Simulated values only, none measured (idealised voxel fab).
Process module heading - voxel transistor to metal
The cross-section shown here is cut; it is 180 nm wide and divided into square cells measuring 5 nm on a side.
For the purposes of this document, a cross-section shall be understood as a grid of square cells, specified as bands listed in top-to-bottom order, each band consisting of one or more rows of cells.
The band entry comprises the height of the band's top followed by the height of its bottom, expressed in nm, and subsequently the band's materials from left to right, each stated together with its width in nm. Where a single material is marked with the word "throughout", that material fills the band from edge to edge. The word "empty" represents empty space.
Convention: height 0 is the level below which the wafer, as received, is all one material. The lowest band does not terminate at the bottom but continues downward, represented as "0 down".
The notation "30..40" denotes a width that varies across the rows of cells in the band, beginning at the first number in the top row, finishing at the second number in the bottom row, and changing by an identical amount from each row to the next.
Basically "remained unchanged" means that step didn't change any cell in the cross-section.
Basically, "Unvented voids" tells you about the enclosed voids: empty spaces with no open way to the top, 8 cells or bigger, each written width x height at distance, where distance is from the left edge, all in nm.
If you see something after the settings on a step's line, that's the simulator's own remark about that step.
You can add "overlay nm" to a step's line. For a step with a mask, it describes how far the mask lay to the right of its planned position, and a negative number describes a lay to the left.
Guide to the pairs. Each holds a before and an after cross-section around one process step; the after cross-section is cut off at the lowest band that changed. Look under the pair for the step between them and its settings. Pairs can come from different runs of this module on the same starting wafer, so a pair follows on from the one above it only where its entry headed "Structure before processing" says it does.

**Structure before processing**
* 25 to 20: 80 nm empty / 15 nm SiCN / 85 nm empty
* 20 to 15: 35 nm polySi / 45 nm empty / 15 nm SiCN / 45 nm empty / 40 nm polySi
* 15 to 0: polySi throughout
* 0 to -5: 35 nm SiO2 / 105 nm polySi / 40 nm SiO2
* -5 to -10: SiO2 throughout
* -10 to -35: 45 nm SiO2 / 85 nm Si / 50 nm SiO2
* -35 down: Si throughout
* Unvented voids: none

**Cross-Section Thereafter**
* 25 to 15: 80 nm empty / 15 nm SiCN / 85 nm empty
* 15 to 0: 75 nm empty / 25 nm polySi / 80 nm empty
* 0 to -5: 35 nm SiO2 / 40 nm empty / 25 nm polySi / 40 nm empty / 40 nm SiO2
* Nothing below the height -5 has changed.
* Unvented voids: none
What is the step between the two cross-sections above? MASKED_ETCH with tone cover, mask id GATE, width nm 25, etch materials polySi, depth nm 30, overlay nm 0

Structure before processing: check the pair just above; its after cross-section is our before state.

**Cross-Section Thereafter**
* 30 to 25: 75 nm empty / 25 nm SiO2 / 80 nm empty
* 25 to 15: 75..70 nm empty / 5..10 nm SiO2 / 15 nm SiCN / 5..10 nm SiO2 / 80..75 nm empty
* 15 to 5: 70 nm empty / 5 nm SiO2 / 25 nm polySi / 5 nm SiO2 / 75 nm empty
* 5 to 0: 40 nm SiO2 / 30 nm empty / 5 nm SiO2 / 25 nm polySi / 5 nm SiO2 / 30 nm empty / 45 nm SiO2
* 0 to -5: 75 nm SiO2 / 25 nm polySi / 80 nm SiO2
* Nothing below the height -5 has changed.
* Unvented voids: none
What is the step between the two cross-sections above? CONFORMAL_DEP with material SiO2, thk nm 5

Structure before processing: check the pair just above; its after cross-section is our before state.

**Cross-Section Thereafter**
* 25 to 15: 75 nm empty / 5 nm SiO2 / 15 nm SiCN / 5 nm SiO2 / 80 nm empty
* 15 to 0: 70 nm empty / 5 nm SiO2 / 25 nm polySi / 5 nm SiO2 / 75 nm empty
* 0 to -5: 40 nm SiO2 / 30 nm empty / 5 nm SiO2 / 25 nm polySi / 5 nm SiO2 / 30 nm empty / 45 nm SiO2
* Nothing below the height -5 has changed.
* Unvented voids: none
What is the step between the two cross-sections above? DIRECTIONAL_ETCH with etch materials SiO2, depth nm 5

Structure before processing: check the pair just above; its after cross-section is our before state.

**Cross-Section Thereafter**
* 35 to 25: 65 nm empty / 45 nm SiN / 70 nm empty
* 25 to 15: 60 nm empty / 15 nm SiN / 5 nm SiO2 / 15 nm SiCN / 5 nm SiO2 / 15 nm SiN / 65 nm empty
* 15 to 10: 60 nm empty / 10 nm SiN / 5 nm SiO2 / 25 nm polySi / 5 nm SiO2 / 10 nm SiN / 65 nm empty
* 10 to 5: 50 nm SiN / 10 nm empty / 10 nm SiN / 5 nm SiO2 / 25 nm polySi / 5 nm SiO2 / 10 nm SiN / 10 nm empty / 55 nm SiN
* 5 to 0: 70 nm SiN / 5 nm SiO2 / 25 nm polySi / 5 nm SiO2 / 75 nm SiN
* 0 to -5: 40 nm SiO2 / 30 nm SiN / 5 nm SiO2 / 25 nm polySi / 5 nm SiO2 / 30 nm SiN / 45 nm SiO2
* Nothing below the height -5 has changed.
* Unvented voids: none
What is the step between the two cross-sections above? CONFORMAL_DEP with material SiN, thk nm 10

Structure before processing: check the pair just above; its after cross-section is our before state.

**Cross-Section Thereafter**
* 25 to 15: 65 nm empty / 10 nm SiN / 5 nm SiO2 / 15 nm SiCN / 5 nm SiO2 / 10 nm SiN / 70 nm empty
* 15 to 0: 60 nm empty / 10 nm SiN / 5 nm SiO2 / 25 nm polySi / 5 nm SiO2 / 10 nm SiN / 65 nm empty
* 0 to -5: 40 nm SiO2 / 10 nm SiN / 10 nm empty / 10 nm SiN / 5 nm SiO2 / 25 nm polySi / 5 nm SiO2 / 10 nm SiN / 10 nm empty / 10 nm SiN / 45 nm SiO2
* Nothing below the height -5 has changed.
* Unvented voids: none
What is the step between the two cross-sections above? DIRECTIONAL_ETCH with etch materials SiN, depth nm 10

Structure before processing: check the pair just above; its after cross-section is our before state.

**Cross-Section Thereafter**
* 25 to 20: 65 nm empty / 10 nm SiN / 5 nm empty / 15 nm SiCN / 5 nm empty / 10 nm SiN / 70 nm empty
* 20 to 15: 65 nm empty / 10 nm SiN / 5 nm SiO2 / 15 nm SiCN / 5 nm SiO2 / 10 nm SiN / 70 nm empty
* 15 to 0: 60 nm empty / 10 nm SiN / 5 nm SiO2 / 25 nm polySi / 5 nm SiO2 / 10 nm SiN / 65 nm empty
* 0 to -5: 40 nm empty / 10 nm SiN / 10 nm empty / 10 nm SiN / 5 nm SiO2 / 25 nm polySi / 5 nm SiO2 / 10 nm SiN / 10 nm empty / 10 nm SiN / 45 nm empty
* -5 to -10: 50 nm SiO2 / 10 nm empty / 55 nm SiO2 / 10 nm empty / 55 nm SiO2
* Nothing below the height -10 has changed.
* Unvented voids: none
What is the step between the two cross-sections above? DIRECTIONAL_ETCH with etch materials SiO2, depth nm 5

Structure before processing: check the pair just above; its after cross-section is our before state.

**Cross-Section Thereafter**
* 25 to 20: 65 nm empty / 10 nm SiN / 5 nm empty / 15 nm SiCN / 5 nm empty / 10 nm SiN / 70 nm empty
* 20 to 15: 65 nm empty / 10 nm SiN / 5 nm SiO2 / 15 nm SiCN / 5 nm SiO2 / 10 nm SiN / 70 nm empty
* 15 to 0: 60 nm empty / 10 nm SiN / 5 nm SiO2 / 25 nm polySi / 5 nm SiO2 / 10 nm SiN / 65 nm empty
* 0 to -5: 40 nm empty / 10 nm SiN / 10 nm empty / 10 nm SiN / 5 nm SiO2 / 25 nm polySi / 5 nm SiO2 / 10 nm SiN / 10 nm empty / 10 nm SiN / 45 nm empty
* -5 to -10: 50 nm SiO2 / 10 nm empty / 55 nm SiO2 / 10 nm empty / 55 nm SiO2
* -10 to -25: 45 nm SiO2 / 5 nm Si / 10 nm empty / 55 nm Si / 10 nm empty / 5 nm Si / 50 nm SiO2
* Nothing below the height -25 has changed.
* Unvented voids: none
What is the step between the two cross-sections above? DIRECTIONAL_ETCH with etch materials Si, depth nm 15

Structure before processing: check the pair just above; its after cross-section is our before state.

**Cross-Section Thereafter**
* 25 to 20: 65 nm empty / 10 nm SiN / 5 nm empty / 15 nm SiCN / 5 nm empty / 10 nm SiN / 70 nm empty
* 20 to 15: 65 nm empty / 10 nm SiN / 5 nm SiO2 / 15 nm SiCN / 5 nm SiO2 / 10 nm SiN / 70 nm empty
* 15 to 10: 60 nm empty / 10 nm SiN / 5 nm SiO2 / 25 nm polySi / 5 nm SiO2 / 10 nm SiN / 65 nm empty
* 10 to 0: 40 nm empty / 20 nm nSi / 10 nm SiN / 5 nm SiO2 / 25 nm polySi / 5 nm SiO2 / 10 nm SiN / 20 nm nSi / 45 nm empty
* 0 to -5: 40 nm empty / 10 nm SiN / 10 nm nSi / 10 nm SiN / 5 nm SiO2 / 25 nm polySi / 5 nm SiO2 / 10 nm SiN / 10 nm nSi / 10 nm SiN / 45 nm empty
* -5 to -10: 50 nm SiO2 / 10 nm nSi / 55 nm SiO2 / 10 nm nSi / 55 nm SiO2
* -10 to -25: 45 nm SiO2 / 5 nm Si / 10 nm nSi / 55 nm Si / 10 nm nSi / 5 nm Si / 50 nm SiO2
* Nothing below the height -25 has changed.
* Unvented voids: none
What is the step between the two cross-sections above? EPI with material nSi, thk nm 20

Structure before processing: check the pair just above; its after cross-section is our before state.

**Cross-Section Thereafter**
* 30 to 25: SiO2 throughout
* 25 to 15: 65 nm SiO2 / 10 nm SiN / 5 nm SiO2 / 15 nm SiCN / 5 nm SiO2 / 10 nm SiN / 70 nm SiO2
* 15 to 10: 60 nm SiO2 / 10 nm SiN / 5 nm SiO2 / 25 nm polySi / 5 nm SiO2 / 10 nm SiN / 65 nm SiO2
* 10 to 0: 40 nm SiO2 / 20 nm nSi / 10 nm SiN / 5 nm SiO2 / 25 nm polySi / 5 nm SiO2 / 10 nm SiN / 20 nm nSi / 45 nm SiO2
* 0 to -5: 40 nm SiO2 / 10 nm SiN / 10 nm nSi / 10 nm SiN / 5 nm SiO2 / 25 nm polySi / 5 nm SiO2 / 10 nm SiN / 10 nm nSi / 10 nm SiN / 45 nm SiO2
* Nothing below the height -5 has changed.
* Unvented voids: none
What is the step between the two cross-sections above? FILL_DEP with material SiO2, thk nm 5

Structure before processing: check the pair just above; its after cross-section is our before state.

**Cross-Section Thereafter**
* 25 to 15: 65 nm SiO2 / 10 nm SiN / 5 nm SiO2 / 15 nm SiCN / 5 nm SiO2 / 10 nm SiN / 70 nm SiO2
* Nothing below the height 15 has changed.
* Unvented voids: none
What is the step between the two cross-sections above? CMP with height nm 25

Structure before processing: check the pair just above; its after cross-section is our before state.

**Cross-Section Thereafter**
* 35 to 25: SiO2 throughout
* Nothing below the height 25 has changed.
* Unvented voids: none
What is the step between the two cross-sections above? DIRECTIONAL_DEP with material SiO2, thk nm 10

Structure before processing: check the pair just above; its after cross-section is our before state.

**Cross-Section Thereafter**
* 50 to 35: 50 nm resist / 25 nm empty / 25 nm resist / 25 nm empty / 55 nm resist
* Nothing below the height 35 has changed.
* Unvented voids: none
What is the step between the two cross-sections above? PATTERN with tone open, mask id CONTACT, material resist, width nm 25, pitch nm 50, thk nm 15, overlay nm 0

Structure before processing: check the pair just above; its after cross-section is our before state.

**Cross-Section Thereafter**
* 50 to 35: 50 nm resist / 25 nm empty / 25 nm resist / 25 nm empty / 55 nm resist
* 35 to 25: 50 nm SiO2 / 25 nm empty / 25 nm SiO2 / 25 nm empty / 55 nm SiO2
* 25 to 15: 50 nm SiO2 / 15 nm empty / 10 nm SiN / 5 nm SiO2 / 15 nm SiCN / 5 nm SiO2 / 10 nm SiN / 15 nm empty / 55 nm SiO2
* 15 to 10: 50 nm SiO2 / 10 nm empty / 10 nm SiN / 5 nm SiO2 / 25 nm polySi / 5 nm SiO2 / 10 nm SiN / 10 nm empty / 55 nm SiO2
* Nothing below the height 10 has changed.
* Unvented voids: none
What is the step between the two cross-sections above? DIRECTIONAL_ETCH with etch materials SiO2, depth nm 25

Structure before processing: check the pair just above; its after cross-section is our before state.

**Cross-Section Thereafter**
* 35 to 25: 50 nm SiO2 / 25 nm empty / 25 nm SiO2 / 25 nm empty / 55 nm SiO2
* Nothing below the height 25 has changed.
* Unvented voids: none
What is the step between the two cross-sections above? STRIP with etch materials resist

Structure before processing: check the pair just above; its after cross-section is our before state.

**Cross-Section Thereafter**
* 40 to 35: 55 nm TiN / 15 nm empty / 35 nm TiN / 15 nm empty / 60 nm TiN
* 35 to 25: 50 nm SiO2 / 5 nm TiN / 15..5 nm empty / 5..15 nm TiN / 25 nm SiO2 / 5..15 nm TiN / 15..5 nm empty / 5 nm TiN / 55 nm SiO2
* 25 to 20: 50 nm SiO2 / 5 nm TiN / 5 nm empty / 5 nm TiN / 10 nm SiN / 5 nm SiO2 / 15 nm SiCN / 5 nm SiO2 / 10 nm SiN / 5 nm TiN / 5 nm empty / 5 nm TiN / 55 nm SiO2
* 20 to 15: 50 nm SiO2 / 15 nm TiN / 10 nm SiN / 5 nm SiO2 / 15 nm SiCN / 5 nm SiO2 / 10 nm SiN / 15 nm TiN / 55 nm SiO2
* 15 to 10: 50 nm SiO2 / 10 nm TiN / 10 nm SiN / 5 nm SiO2 / 25 nm polySi / 5 nm SiO2 / 10 nm SiN / 10 nm TiN / 55 nm SiO2
* Nothing below the height 10 has changed.
* Unvented voids: none
What is the step between the two cross-sections above? CONFORMAL_DEP with material TiN, thk nm 5

Structure before processing: check the pair just above; its after cross-section is our before state.

**Cross-Section Thereafter**
* 45 to 40: Ru throughout
* 40 to 35: 55 nm TiN / 15 nm Ru / 35 nm TiN / 15 nm Ru / 60 nm TiN
* 35 to 25: 50 nm SiO2 / 5 nm TiN / 15..5 nm Ru / 5..15 nm TiN / 25 nm SiO2 / 5..15 nm TiN / 15..5 nm Ru / 5 nm TiN / 55 nm SiO2
* 25 to 20: 50 nm SiO2 / 5 nm TiN / 5 nm Ru / 5 nm TiN / 10 nm SiN / 5 nm SiO2 / 15 nm SiCN / 5 nm SiO2 / 10 nm SiN / 5 nm TiN / 5 nm Ru / 5 nm TiN / 55 nm SiO2
* Nothing below the height 20 has changed.
* Unvented voids: none
What is the step between the two cross-sections above? FILL_DEP with material Ru, thk nm 5

Structure before processing: check the pair just above; its after cross-section is our before state.

**Cross-Section Thereafter**
* 35 to 25: 50 nm SiO2 / 5 nm TiN / 15..5 nm Ru / 5..15 nm TiN / 25 nm SiO2 / 5..15 nm TiN / 15..5 nm Ru / 5 nm TiN / 55 nm SiO2
* Nothing below the height 25 has changed.
* Unvented voids: none
What is the step between the two cross-sections above? CMP with height nm 35

Structure before processing: check the pair just above; its after cross-section is our before state.

**Cross-Section Thereafter**
* 40 to 35: SiN throughout
* Nothing below the height 35 has changed.
* Unvented voids: none
What is the step between the two cross-sections above? CONFORMAL_DEP with material SiN, thk nm 5

Structure before processing: check the pair just above; its after cross-section is our before state.

**Cross-Section Thereafter**
* 60 to 40: lowk throughout
* Nothing below the height 40 has changed.
* Unvented voids: none
What is the step between the two cross-sections above? DIRECTIONAL_DEP with material lowk, thk nm 20

Structure before processing: check the pair just above; its after cross-section is our before state.

**Cross-Section Thereafter**
* 80 to 60: 50 nm resist / 15 nm empty / 45 nm resist / 15 nm empty / 55 nm resist
* Nothing below the height 60 has changed.
* Unvented voids: none
What is the step between the two cross-sections above? PATTERN with tone open, mask id METAL_1, material resist, width nm 15, pitch nm 60, thk nm 20, overlay nm 0

Structure before processing: check the pair just above; its after cross-section is our before state.

**Cross-Section Thereafter**
* 80 to 60: 50 nm resist / 15 nm empty / 45 nm resist / 15 nm empty / 55 nm resist
* 60 to 40: 50 nm lowk / 15 nm empty / 45 nm lowk / 15 nm empty / 55 nm lowk
* Nothing below the height 40 has changed.
* Unvented voids: none
What is the step between the two cross-sections above? DIRECTIONAL_ETCH with etch materials lowk, depth nm 20

Structure before processing: check the pair just above; its after cross-section is our before state.

**Cross-Section Thereafter**
* 80 to 60: 50 nm resist / 15 nm empty / 45 nm resist / 15 nm empty / 55 nm resist
* 60 to 40: 50 nm lowk / 15 nm empty / 45 nm lowk / 15 nm empty / 55 nm lowk
* 40 to 35: 50 nm SiN / 15 nm empty / 45 nm SiN / 15 nm empty / 55 nm SiN
* Nothing below the height 35 has changed.
* Unvented voids: none
What is the step between the two cross-sections above? DIRECTIONAL_ETCH with etch materials SiN, depth nm 5

Structure before processing: check the pair just above; its after cross-section is our before state.

**Cross-Section Thereafter**
* 60 to 40: 50 nm lowk / 15 nm empty / 45 nm lowk / 15 nm empty / 55 nm lowk
* Nothing below the height 40 has changed.
* Unvented voids: none
What is the step between the two cross-sections above? STRIP with etch materials resist

Structure before processing: check the pair just above; its after cross-section is our before state.

**Cross-Section Thereafter**
* 65 to 60: 55 nm TiN / 5 nm empty / 55 nm TiN / 5 nm empty / 60 nm TiN
* 60 to 40: 50 nm lowk / 5 nm TiN / 5 nm empty / 5 nm TiN / 45 nm lowk / 5 nm TiN / 5 nm empty / 5 nm TiN / 55 nm lowk
* 40 to 35: 50 nm SiN / 15 nm TiN / 45 nm SiN / 15 nm TiN / 55 nm SiN
* Nothing below the height 35 has changed.
* Unvented voids: none
What is the step between the two cross-sections above? CONFORMAL_DEP with material TiN, thk nm 5

Structure before processing: check the pair just above; its after cross-section is our before state.

**Cross-Section Thereafter**
* 70 to 65: W throughout
* 65 to 60: 55 nm TiN / 5 nm W / 55 nm TiN / 5 nm W / 60 nm TiN
* 60 to 40: 50 nm lowk / 5 nm TiN / 5 nm W / 5 nm TiN / 45 nm lowk / 5 nm TiN / 5 nm W / 5 nm TiN / 55 nm lowk
* Nothing below the height 40 has changed.
* Unvented voids: none
What is the step between the two cross-sections above? FILL_DEP with material W, thk nm 5

Structure before processing: check the pair just above; its after cross-section is our before state.

**Cross-Section Thereafter**
* 60 to 40: 50 nm lowk / 5 nm TiN / 5 nm W / 5 nm TiN / 45 nm lowk / 5 nm TiN / 5 nm W / 5 nm TiN / 55 nm lowk
* Nothing below the height 40 has changed.
* Unvented voids: none
What is the step between the two cross-sections above? CMP with height nm 60

Structure before processing: check the pair just above; its after cross-section is our before state.

**Cross-Section Thereafter**
* 65 to 60: SiCN throughout
* Nothing below the height 60 has changed.
* Unvented voids: none
What is the step between the two cross-sections above? CONFORMAL_DEP with material SiCN, thk nm 5

**Structure before processing**
* 10 to 0: SiN throughout
* 0 to -5: SiO2 throughout
* -5 down: Si throughout
* Unvented voids: none

**Cross-Section Thereafter**
* 25 to 10: 50 nm empty / 95 nm resist / 35 nm empty
* Nothing below the height 10 has changed.
* Unvented voids: none
What is the step between the two cross-sections above? PATTERN with tone cover, mask id ACTIVE, material resist, width nm 95, thk nm 15, overlay nm 10

Structure before processing: check the pair just above; its after cross-section is our before state.

**Cross-Section Thereafter**
* 25 to 10: 50 nm empty / 95 nm resist / 35 nm empty
* 10 to 0: 50 nm empty / 95 nm SiN / 35 nm empty
* Nothing below the height 0 has changed.
* Unvented voids: none
What is the step between the two cross-sections above? DIRECTIONAL_ETCH with etch materials SiN, depth nm 10

Structure before processing: check the pair just above; its after cross-section is our before state.

**Cross-Section Thereafter**
* 25 to 10: 50 nm empty / 95 nm resist / 35 nm empty
* 10 to 0: 50 nm empty / 95 nm SiN / 35 nm empty
* 0 to -5: 50 nm empty / 95 nm SiO2 / 35 nm empty
* Nothing below the height -5 has changed.
* Unvented voids: none
What is the step between the two cross-sections above? DIRECTIONAL_ETCH with etch materials SiO2, depth nm 5

Structure before processing: check the pair just above; its after cross-section is our before state.

**Cross-Section Thereafter**
* 25 to 10: 50 nm empty / 95 nm resist / 35 nm empty
* 10 to 0: 50 nm empty / 95 nm SiN / 35 nm empty
* 0 to -5: 50 nm empty / 95 nm SiO2 / 35 nm empty
* -5 to -30: 50 nm empty / 95 nm Si / 35 nm empty
* Nothing below the height -30 has changed.
* Unvented voids: none
What is the step between the two cross-sections above? DIRECTIONAL_ETCH with etch materials Si, depth nm 25

Structure before processing: check the pair just above; its after cross-section is our before state.

**Cross-Section Thereafter**
* 10 to 0: 50 nm empty / 95 nm SiN / 35 nm empty
* Nothing below the height 0 has changed.
* Unvented voids: none
What is the step between the two cross-sections above? STRIP with etch materials resist

Structure before processing: check the pair just above; its after cross-section is our before state.

**Cross-Section Thereafter**
* 10 to 0: 50 nm empty / 95 nm SiN / 35 nm empty
* 0 to -5: 50 nm empty / 95 nm SiO2 / 35 nm empty
* -5 to -30: 50 nm empty / 5 nm SiO2 / 85 nm Si / 5 nm SiO2 / 35 nm empty
* -30 to -35: 55 nm SiO2 / 85 nm Si / 40 nm SiO2
* Nothing below the height -35 has changed.
* Unvented voids: none
What is the step between the two cross-sections above? OXIDIZE with depth nm 5

Structure before processing: check the pair just above; its after cross-section is our before state.

**Cross-Section Thereafter**
* 25 to 10: SiO2 throughout
* 10 to 0: 50 nm SiO2 / 95 nm SiN / 35 nm SiO2
* 0 to -5: SiO2 throughout
* -5 to -35: 55 nm SiO2 / 85 nm Si / 40 nm SiO2
* Nothing below the height -35 has changed.
* Unvented voids: none
What is the step between the two cross-sections above? FILL_DEP with material SiO2, thk nm 15

Structure before processing: check the pair just above; its after cross-section is our before state.

**Cross-Section Thereafter**
* 10 to 0: 50 nm SiO2 / 95 nm SiN / 35 nm SiO2
* Nothing below the height 0 has changed.
* Unvented voids: none
What is the step between the two cross-sections above? CMP with height nm 10

Structure before processing: check the pair just above; its after cross-section is our before state.

**Cross-Section Thereafter**
* 10 to 5: 50 nm empty / 95 nm SiN / 35 nm empty
* Nothing below the height 5 has changed.
* Unvented voids: none
What is the step between the two cross-sections above? SELECTIVE_ETCH with etch materials SiO2, depth nm 5

Structure before processing: check the pair just above; its after cross-section is our before state.

**Cross-Section Thereafter**
* 5 to 0: 50 nm SiO2 / 95 nm empty / 35 nm SiO2
* Nothing below the height 0 has changed.
* Unvented voids: none
What is the step between the two cross-sections above? STRIP with etch materials SiN

Structure before processing: check the pair just above; its after cross-section is our before state.

**Cross-Section Thereafter**
* 0 to -5: 45 nm SiO2 / 105 nm empty / 30 nm SiO2
* Nothing below the height -5 has changed.
* Unvented voids: none
What is the step between the two cross-sections above? SELECTIVE_ETCH with etch materials SiO2, depth nm 5

Structure before processing: check the pair just above; its after cross-section is our before state.

**Cross-Section Thereafter**
* 0 to -5: 45 nm SiO2 / 105 nm empty / 30 nm SiO2
* -5 to -10: SiO2 throughout
* Nothing below the height -10 has changed.
* Unvented voids: none
What is the step between the two cross-sections above? OXIDIZE with depth nm 5

Structure before processing: check the pair just above; its after cross-section is our before state.

**Cross-Section Thereafter**
* 20 to 15: 45 nm polySi / 105 nm empty / 30 nm polySi
* 15 to 0: polySi throughout
* 0 to -5: 45 nm SiO2 / 105 nm polySi / 30 nm SiO2
* Nothing below the height -5 has changed.
* Unvented voids: none
What is the step between the two cross-sections above? DIRECTIONAL_DEP with material polySi, thk nm 20

Structure before processing: check the pair just above; its after cross-section is our before state.

**Cross-Section Thereafter**
* 30 to 25: 45 nm SiCN / 105 nm empty / 30 nm SiCN
* 25 to 20: SiCN throughout
* 20 to 15: 45 nm polySi / 105 nm SiCN / 30 nm polySi
* Nothing below the height 15 has changed.
* Unvented voids: none
What is the step between the two cross-sections above? DIRECTIONAL_DEP with material SiCN, thk nm 10

Structure before processing: check the pair just above; its after cross-section is our before state.

**Cross-Section Thereafter**
* 25 to 20: 80 nm empty / 15 nm SiCN / 85 nm empty
* 20 to 15: 45 nm polySi / 35 nm empty / 15 nm SiCN / 55 nm empty / 30 nm polySi
* Nothing below the height 15 has changed.
* Unvented voids: none
What is the step between the two cross-sections above? MASKED_ETCH with tone cover, mask id GATE, width nm 15, etch materials SiCN, depth nm 20, overlay nm 0

Structure before processing: check the pair just above; its after cross-section is our before state.

**Cross-Section Thereafter**
* 25 to 15: 80 nm empty / 15 nm SiCN / 85 nm empty
* 15 to 0: 80 nm empty / 15 nm polySi / 85 nm empty
* 0 to -5: 45 nm SiO2 / 35 nm empty / 15 nm polySi / 55 nm empty / 30 nm SiO2
* Nothing below the height -5 has changed.
* Unvented voids: none
What is the step between the two cross-sections above? MASKED_ETCH with tone cover, mask id GATE, width nm 15, etch materials polySi, depth nm 30, overlay nm 0

Structure before processing: check the pair just above; its after cross-section is our before state.

**Cross-Section Thereafter**
* 30 to 25: 75 nm empty / 25 nm SiO2 / 80 nm empty
* 25 to 15: 75 nm empty / 5 nm SiO2 / 15 nm SiCN / 5 nm SiO2 / 80 nm empty
* 15 to 5: 75 nm empty / 5 nm SiO2 / 15 nm polySi / 5 nm SiO2 / 80 nm empty
* 5 to 0: 50 nm SiO2 / 25 nm empty / 5 nm SiO2 / 15 nm polySi / 5 nm SiO2 / 45 nm empty / 35 nm SiO2
* 0 to -5: 80 nm SiO2 / 15 nm polySi / 85 nm SiO2
* Nothing below the height -5 has changed.
* Unvented voids: none
What is the step between the two cross-sections above? CONFORMAL_DEP with material SiO2, thk nm 5

Structure before processing: check the pair just above; its after cross-section is our before state.

**Cross-Section Thereafter**
* 25 to 15: 75 nm empty / 5 nm SiO2 / 15 nm SiCN / 5 nm SiO2 / 80 nm empty
* 15 to 0: 75 nm empty / 5 nm SiO2 / 15 nm polySi / 5 nm SiO2 / 80 nm empty
* 0 to -5: 50 nm SiO2 / 25 nm empty / 5 nm SiO2 / 15 nm polySi / 5 nm SiO2 / 45 nm empty / 35 nm SiO2
* Nothing below the height -5 has changed.
* Unvented voids: none
What is the step between the two cross-sections above? DIRECTIONAL_ETCH with etch materials SiO2, depth nm 5

Structure before processing: check the pair just above; its after cross-section is our before state.

**Cross-Section Thereafter**
* 35 to 25: 65 nm empty / 45 nm SiN / 70 nm empty
* 25 to 15: 65 nm empty / 10 nm SiN / 5 nm SiO2 / 15 nm SiCN / 5 nm SiO2 / 10 nm SiN / 70 nm empty
* 15 to 10: 65 nm empty / 10 nm SiN / 5 nm SiO2 / 15 nm polySi / 5 nm SiO2 / 10 nm SiN / 70 nm empty
* 10 to 5: 60 nm SiN / 5 nm empty / 10 nm SiN / 5 nm SiO2 / 15 nm polySi / 5 nm SiO2 / 10 nm SiN / 25 nm empty / 45 nm SiN
* 5 to 0: 75 nm SiN / 5 nm SiO2 / 15 nm polySi / 5 nm SiO2 / 80 nm SiN
* 0 to -5: 50 nm SiO2 / 25 nm SiN / 5 nm SiO2 / 15 nm polySi / 5 nm SiO2 / 45 nm SiN / 35 nm SiO2
* Nothing below the height -5 has changed.
* Unvented voids: none
What is the step between the two cross-sections above? CONFORMAL_DEP with material SiN, thk nm 10

Structure before processing: check the pair just above; its after cross-section is our before state.

**Cross-Section Thereafter**
* 25 to 15: 65 nm empty / 10 nm SiN / 5 nm SiO2 / 15 nm SiCN / 5 nm SiO2 / 10 nm SiN / 70 nm empty
* 15 to 0: 65 nm empty / 10 nm SiN / 5 nm SiO2 / 15 nm polySi / 5 nm SiO2 / 10 nm SiN / 70 nm empty
* 0 to -5: 50 nm SiO2 / 10 nm SiN / 5 nm empty / 10 nm SiN / 5 nm SiO2 / 15 nm polySi / 5 nm SiO2 / 10 nm SiN / 25 nm empty / 10 nm SiN / 35 nm SiO2
* Nothing below the height -5 has changed.
* Unvented voids: none
What is the step between the two cross-sections above? DIRECTIONAL_ETCH with etch materials SiN, depth nm 10

Structure before processing: check the pair just above; its after cross-section is our before state.

**Cross-Section Thereafter**
* 25 to 20: 65 nm empty / 10 nm SiN / 5 nm empty / 15 nm SiCN / 5 nm empty / 10 nm SiN / 70 nm empty
* 20 to 15: 65 nm empty / 10 nm SiN / 5 nm SiO2 / 15 nm SiCN / 5 nm SiO2 / 10 nm SiN / 70 nm empty
* 15 to 0: 65 nm empty / 10 nm SiN / 5 nm SiO2 / 15 nm polySi / 5 nm SiO2 / 10 nm SiN / 70 nm empty
* 0 to -5: 50 nm empty / 10 nm SiN / 5 nm empty / 10 nm SiN / 5 nm SiO2 / 15 nm polySi / 5 nm SiO2 / 10 nm SiN / 25 nm empty / 10 nm SiN / 35 nm empty
* -5 to -10: 60 nm SiO2 / 5 nm empty / 45 nm SiO2 / 25 nm empty / 45 nm SiO2
* Nothing below the height -10 has changed.
* Unvented voids: none
What is the step between the two cross-sections above? DIRECTIONAL_ETCH with etch materials SiO2, depth nm 5

Structure before processing: check the pair just above; its after cross-section is our before state.

**Cross-Section Thereafter**
* 25 to 20: 65 nm empty / 10 nm SiN / 5 nm empty / 15 nm SiCN / 5 nm empty / 10 nm SiN / 70 nm empty
* 20 to 15: 65 nm empty / 10 nm SiN / 5 nm SiO2 / 15 nm SiCN / 5 nm SiO2 / 10 nm SiN / 70 nm empty
* 15 to 0: 65 nm empty / 10 nm SiN / 5 nm SiO2 / 15 nm polySi / 5 nm SiO2 / 10 nm SiN / 70 nm empty
* 0 to -5: 50 nm empty / 10 nm SiN / 5 nm empty / 10 nm SiN / 5 nm SiO2 / 15 nm polySi / 5 nm SiO2 / 10 nm SiN / 25 nm empty / 10 nm SiN / 35 nm empty
* -5 to -10: 60 nm SiO2 / 5 nm empty / 45 nm SiO2 / 25 nm empty / 45 nm SiO2
* -10 to -25: 55 nm SiO2 / 5 nm Si / 5 nm empty / 45 nm Si / 25 nm empty / 5 nm Si / 40 nm SiO2
* Nothing below the height -25 has changed.
* Unvented voids: none
What is the step between the two cross-sections above? DIRECTIONAL_ETCH with etch materials Si, depth nm 15

Structure before processing: check the pair just above; its after cross-section is our before state.

**Cross-Section Thereafter**
* 25 to 20: 65 nm empty / 10 nm SiN / 5 nm empty / 15 nm SiCN / 5 nm empty / 10 nm SiN / 70 nm empty
* 20 to 15: 65 nm empty / 10 nm SiN / 5 nm SiO2 / 15 nm SiCN / 5 nm SiO2 / 10 nm SiN / 70 nm empty
* 15 to 10: 65 nm empty / 10 nm SiN / 5 nm SiO2 / 15 nm polySi / 5 nm SiO2 / 10 nm SiN / 70 nm empty
* 10 to 0: 50 nm empty / 15 nm nSi / 10 nm SiN / 5 nm SiO2 / 15 nm polySi / 5 nm SiO2 / 10 nm SiN / 35 nm nSi / 35 nm empty
* 0 to -5: 50 nm empty / 10 nm SiN / 5 nm nSi / 10 nm SiN / 5 nm SiO2 / 15 nm polySi / 5 nm SiO2 / 10 nm SiN / 25 nm nSi / 10 nm SiN / 35 nm empty
* -5 to -10: 60 nm SiO2 / 5 nm nSi / 45 nm SiO2 / 25 nm nSi / 45 nm SiO2
* -10 to -25: 55 nm SiO2 / 5 nm Si / 5 nm nSi / 45 nm Si / 25 nm nSi / 5 nm Si / 40 nm SiO2
* Nothing below the height -25 has changed.
* Unvented voids: none
What is the step between the two cross-sections above? EPI with material nSi, thk nm 20
